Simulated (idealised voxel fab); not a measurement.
Process module in this document: voxel lift off
FYI the section here is cut, 275 nm wide, cells are 5 nm squares.
Cross-section, as written here: a square-cell grid given band by band from the top down, where a band holds one or more rows of cells.
Each band's line starts with the height of the band's top and of its bottom, in nm. Then come its materials from left to right, each with its width in nm. One material with "all across" fills the band from edge to edge. "blank" is empty space.
Heights are reckoned from 0. Under this level, the received wafer is all of one material. The bottommost band is open-ended downward, for example "from 0 down".
Graded width ("30 to 40"): value in top row of band = first number; value in bottom row = second number; row-to-row change constant.
It should be understood that the words "identical to before", when stated for a given step, signify that the cross-section underwent no change in any of its cells during that step.
"Voids, enclosed": empty spaces of 8 cells or more with no open way to the top, each given as width x height at distance, distance from the left edge, all in nm.
If you see something after the settings on a step's line, that's the simulator's own remark about that step.
The "overlay nm" setting may appear on a step's line; for a step that uses a mask, it gives how far to the right of its planned position the mask lay, and a negative value indicates the left.
The planned process steps are enumerated hereunder
1) RECEIVE, material Si
2) CONFORMAL_DEP, material SiN, thk nm 15
3) PATTERN, tone open, mask id LINES, material resist, width nm 30, pitch nm 50, thk nm 15, overlay nm 0
4) DIRECTIONAL_DEP, material Ru, thk nm 5
5) STRIP, etch materials resist
6) CONFORMAL_DEP, material SiN, thk nm 10
Of two wafers, the first: run according to plan
As-received state of the wafer in cross-section, equivalent to post-step 1
  from 0 down = Si all across
  Voids, enclosed: none
Sectional view: wafer, after step 2
  from 15 to 0 = SiN all across
  Below 0, no change.
Sectional view: wafer, after step 3
  from 30 to 15 = resist (70), blank (30), resist (20), blank (30), resist (20), blank (30), resist (75)
  Below 15, no change.
Sectional view: wafer, after step 4
  from 35 to 30 = Ru (70), blank (30), Ru (20), blank (30), Ru (20), blank (30), Ru (75)
  from 30 to 20 = resist (70), blank (30), resist (20), blank (30), resist (20), blank (30), resist (75)
  from 20 to 15 = resist (70), Ru (30), resist (20), Ru (30), resist (20), Ru (30), resist (75)
  Below 15, no change.
Sectional view: wafer, after step 5
  from 20 to 15 = blank (70), Ru (30), blank (20), Ru (30), blank (20), Ru (30), blank (75)
  Below 15, no change.
Sectional view: wafer, after step 6
  from 30 to 25 = blank (60), SiN (150), blank (65)
  from 25 to 20 = SiN all across
  from 20 to 15 = SiN (70), Ru (30), SiN (20), Ru (30), SiN (20), Ru (30), SiN (75)
  Below 15, no change.
Wafer two of two - same starting point, same process plan, one mistake in execution; matches wafer one up to and including step 5
When step 6 should have ended
  from 30 to 25 = blank (60), Ru (150), blank (65)
  from 25 to 15 = Ru all across
  Below 15, no change.
The mistake made against the process plan was this: heads up, step 6 didn't go per plan, it actually ran as CONFORMAL_DEP, material Ru, thk nm 10
Once processing is complete, comparing cell counts shows that the second wafer has more or fewer of certain materials than the first: 122 more of Ru; 122 fewer of SiN
